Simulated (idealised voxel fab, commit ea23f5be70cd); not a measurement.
Process module in this document: voxel air gaps
For reference, the cross-section in this document is cut, with width 210 nm and square cells of 5 nm.
Heads up, the way a cross-section reads in here is a grid of square cells, handed over as bands from the top down, with every band being one or more rows of cells. Within each band entry, the heights of the top and of the bottom of the band appear first, in that order and in nm; the materials of the band then follow from left to right, each with its corresponding width in nm. The designation "edge to edge" on a single material indicates that it fills the band from edge to edge; the designation "air" indicates empty space. Height is counted from the level 0, under which the received wafer is composed throughout of one material. The lowest of the bands is not closed at the bottom but continues downward, in the notation "0 and below". Note: "30..40" means the width goes from the first number (top row of the band) to the second number (bottom row) in equal steps per row of cells. The cross-section has no changed cell in any step marked "no change occurred". If an empty space has no open way to the top and is at least 8 cells in size, "Completely sealed voids" lists it, written width x height at distance, where distance is measured from the left edge and every value is in nm. On a step's line, text after the settings is the simulator commenting on that step. Among the settings permitted on a step's line is "overlay nm"; applied to a step with a mask, it specifies the extent to which the mask lay to the right of its planned position, whereas a negative figure signifies a position to the left.
Steps planned for the process:
step 1: RECEIVE (material Si)
step 2: CONFORMAL_DEP (material SiO2; thk nm 10)
step 3: CONFORMAL_DEP (material SiN; thk nm 5)
step 4: DIRECTIONAL_DEP (material lowk; thk nm 40)
step 5: PATTERN (tone open; mask id LINES; material resist; width nm 15; pitch nm 40; thk nm 15; overlay nm 0)
step 6: DIRECTIONAL_ETCH (etch materials lowk; depth nm 40)
step 7: STRIP (etch materials resist)
step 8: CONFORMAL_DEP (material TiN; thk nm 5)
step 9: FILL_DEP (material Ru; thk nm 10)
step 10: CMP (height nm 55)
step 11: EPI (material Ru; thk nm 10)
step 12: SELECTIVE_ETCH (etch materials lowk; depth nm 50)
step 13: CONFORMAL_DEP (material SiCN; thk nm 5)
On the first of the two wafers: run conducted according to plan:
Cross-section of the wafer at receipt, which is the condition after step 1:
> 0 and below: Si edge to edge
> Completely sealed voids: none
Wafer xsec, post step 2:
> 10 down to 0: SiO2 edge to edge
> For the remainder of the cross-section, below 0, there is no change.
Wafer xsec, post step 3:
> 15 down to 10: SiN edge to edge
> For the remainder of the cross-section, below 10, there is no change.
Wafer xsec, post step 4:
> 55 down to 15: lowk edge to edge
> For the remainder of the cross-section, below 15, there is no change.
Wafer xsec, post step 5:
> 70 down to 55: resist (55), then air (15), then resist (25), then air (15), then resist (25), then air (15), then resist (60)
> For the remainder of the cross-section, below 55, there is no change.
Wafer xsec, post step 6:
> 70 down to 55: resist (55), then air (15), then resist (25), then air (15), then resist (25), then air (15), then resist (60)
> 55 down to 15: lowk (55), then air (15), then lowk (25), then air (15), then lowk (25), then air (15), then lowk (60)
> For the remainder of the cross-section, below 15, there is no change.
Wafer xsec, post step 7:
> 55 down to 15: lowk (55), then air (15), then lowk (25), then air (15), then lowk (25), then air (15), then lowk (60)
> For the remainder of the cross-section, below 15, there is no change.
Wafer xsec, post step 8:
> 60 down to 55: TiN (60), then air (5), then TiN (35), then air (5), then TiN (35), then air (5), then TiN (65)
> 55 down to 20: lowk (55), then TiN (5), then air (5), then TiN (5), then lowk (25), then TiN (5), then air (5), then TiN (5), then lowk (25), then TiN (5), then air (5), then TiN (5), then lowk (60)
> 20 down to 15: lowk (55), then TiN (15), then lowk (25), then TiN (15), then lowk (25), then TiN (15), then lowk (60)
> For the remainder of the cross-section, below 15, there is no change.
Wafer xsec, post step 9:
> 70 down to 60: Ru edge to edge
> 60 down to 55: TiN (60), then Ru (5), then TiN (35), then Ru (5), then TiN (35), then Ru (5), then TiN (65)
> 55 down to 20: lowk (55), then TiN (5), then Ru (5), then TiN (5), then lowk (25), then TiN (5), then Ru (5), then TiN (5), then lowk (25), then TiN (5), then Ru (5), then TiN (5), then lowk (60)
> For the remainder of the cross-section, below 20, there is no change.
Wafer xsec, post step 10:
> 55 down to 20: lowk (55), then TiN (5), then Ru (5), then TiN (5), then lowk (25), then TiN (5), then Ru (5), then TiN (5), then lowk (25), then TiN (5), then Ru (5), then TiN (5), then lowk (60)
> For the remainder of the cross-section, below 20, there is no change.
Wafer xsec, post step 11:
> 65 down to 55: air (45), then Ru (35), then air (5), then Ru (35), then air (5), then Ru (35), then air (50)
> For the remainder of the cross-section, below 55, there is no change.
Wafer xsec, post step 12:
> 65 down to 55: air (45), then Ru (35), then air (5), then Ru (35), then air (5), then Ru (35), then air (50)
> 55 down to 20: air (55), then TiN (5), then Ru (5), then TiN (5), then air (25), then TiN (5), then Ru (5), then TiN (5), then air (25), then TiN (5), then Ru (5), then TiN (5), then air (60)
> 20 down to 15: air (55), then TiN (15), then air (25), then TiN (15), then air (25), then TiN (15), then air (60)
> For the remainder of the cross-section, below 15, there is no change.
Wafer xsec, post step 13:
> 70 down to 65: air (40), then SiCN (125), then air (45)
> 65 down to 55: air (40), then SiCN (5), then Ru (35), then SiCN (5), then Ru (35), then SiCN (5), then Ru (35), then SiCN (5), then air (45)
> 55 down to 50: air (40), then SiCN (15), then TiN (5), then Ru (5), then TiN (5), then SiCN (25), then TiN (5), then Ru (5), then TiN (5), then SiCN (25), then TiN (5), then Ru (5), then TiN (5), then SiCN (15), then air (45)
> 50 down to 20: air (50), then SiCN (5), then TiN (5), then Ru (5), then TiN (5), then SiCN (5), then air (15), then SiCN (5), then TiN (5), then Ru (5), then TiN (5), then SiCN (5), then air (15), then SiCN (5), then TiN (5), then Ru (5), then TiN (5), then SiCN (5), then air (55)
> 20 down to 15: SiCN (55), then TiN (15), then SiCN (25), then TiN (15), then SiCN (25), then TiN (15), then SiCN (60)
> For the remainder of the cross-section, below 15, there is no change.
> Completely sealed voids: 15 x 30 at 75; 15 x 30 at 115
Okay, second wafer. Nothing different at the start, nothing different in the plan, just one mistake somewhere in the running. As far as step 4, counting that step, it's the first wafer all over again:
What the second wafer looks like in cross-section when step 5 should have wrapped up:
> 70 down to 55: resist (45), then air (15), then resist (25), then air (15), then resist (25), then air (15), then resist (70)
> For the remainder of the cross-section, below 55, there is no change.
What the second wafer looks like in cross-section when step 6 should have wrapped up:
> 70 down to 55: resist (45), then air (15), then resist (25), then air (15), then resist (25), then air (15), then resist (70)
> 55 down to 15: lowk (45), then air (15), then lowk (25), then air (15), then lowk (25), then air (15), then lowk (70)
> For the remainder of the cross-section, below 15, there is no change.
What the second wafer looks like in cross-section when step 7 should have wrapped up:
> 55 down to 15: lowk (45), then air (15), then lowk (25), then air (15), then lowk (25), then air (15), then lowk (70)
> For the remainder of the cross-section, below 15, there is no change.
What the second wafer looks like in cross-section when step 8 should have wrapped up:
> 60 down to 55: TiN (50), then air (5), then TiN (35), then air (5), then TiN (35), then air (5), then TiN (75)
> 55 down to 20: lowk (45), then TiN (5), then air (5), then TiN (5), then lowk (25), then TiN (5), then air (5), then TiN (5), then lowk (25), then TiN (5), then air (5), then TiN (5), then lowk (70)
> 20 down to 15: lowk (45), then TiN (15), then lowk (25), then TiN (15), then lowk (25), then TiN (15), then lowk (70)
> For the remainder of the cross-section, below 15, there is no change.
What the second wafer looks like in cross-section when step 9 should have wrapped up:
> 70 down to 60: Ru edge to edge
> 60 down to 55: TiN (50), then Ru (5), then TiN (35), then Ru (5), then TiN (35), then Ru (5), then TiN (75)
> 55 down to 20: lowk (45), then TiN (5), then Ru (5), then TiN (5), then lowk (25), then TiN (5), then Ru (5), then TiN (5), then lowk (25), then TiN (5), then Ru (5), then TiN (5), then lowk (70)
> For the remainder of the cross-section, below 20, there is no change.
What the second wafer looks like in cross-section when step 10 should have wrapped up:
> 55 down to 20: lowk (45), then TiN (5), then Ru (5), then TiN (5), then lowk (25), then TiN (5), then Ru (5), then TiN (5), then lowk (25), then TiN (5), then Ru (5), then TiN (5), then lowk (70)
> For the remainder of the cross-section, below 20, there is no change.
What the second wafer looks like in cross-section when step 11 should have wrapped up:
> 65 down to 55: air (35), then Ru (35), then air (5), then Ru (35), then air (5), then Ru (35), then air (60)
> For the remainder of the cross-section, below 55, there is no change.
What the second wafer looks like in cross-section when step 12 should have wrapped up:
> 65 down to 55: air (35), then Ru (35), then air (5), then Ru (35), then air (5), then Ru (35), then air (60)
> 55 down to 20: air (45), then TiN (5), then Ru (5), then TiN (5), then air (25), then TiN (5), then Ru (5), then TiN (5), then air (25), then TiN (5), then Ru (5), then TiN (5), then air (70)
> 20 down to 15: air (45), then TiN (15), then air (25), then TiN (15), then air (25), then TiN (15), then air (70)
> For the remainder of the cross-section, below 15, there is no change.
What the second wafer looks like in cross-section when step 13 should have wrapped up:
> 70 down to 65: air (30), then SiCN (125), then air (55)
> 65 down to 55: air (30), then SiCN (5), then Ru (35), then SiCN (5), then Ru (35), then SiCN (5), then Ru (35), then SiCN (5), then air (55)
> 55 down to 50: air (30), then SiCN (15), then TiN (5), then Ru (5), then TiN (5), then SiCN (25), then TiN (5), then Ru (5), then TiN (5), then SiCN (25), then TiN (5), then Ru (5), then TiN (5), then SiCN (15), then air (55)
> 50 down to 20: air (40), then SiCN (5), then TiN (5), then Ru (5), then TiN (5), then SiCN (5), then air (15), then SiCN (5), then TiN (5), then Ru (5), then TiN (5), then SiCN (5), then air (15), then SiCN (5), then TiN (5), then Ru (5), then TiN (5), then SiCN (5), then air (65)
> 20 down to 15: SiCN (45), then TiN (15), then SiCN (25), then TiN (15), then SiCN (25), then TiN (15), then SiCN (70)
> For the remainder of the cross-section, below 15, there is no change.
> Completely sealed voids: 15 x 30 at 65; 15 x 30 at 105
Nonconformance to the process plan: step 5 was run on a setting that differed from the plan, and what really ran there is PATTERN (tone open; mask id LINES; material resist; width nm 15; pitch nm 40; thk nm 15; overlay nm -10)
Cell counts per material: same on both final wafers. Positions: different.
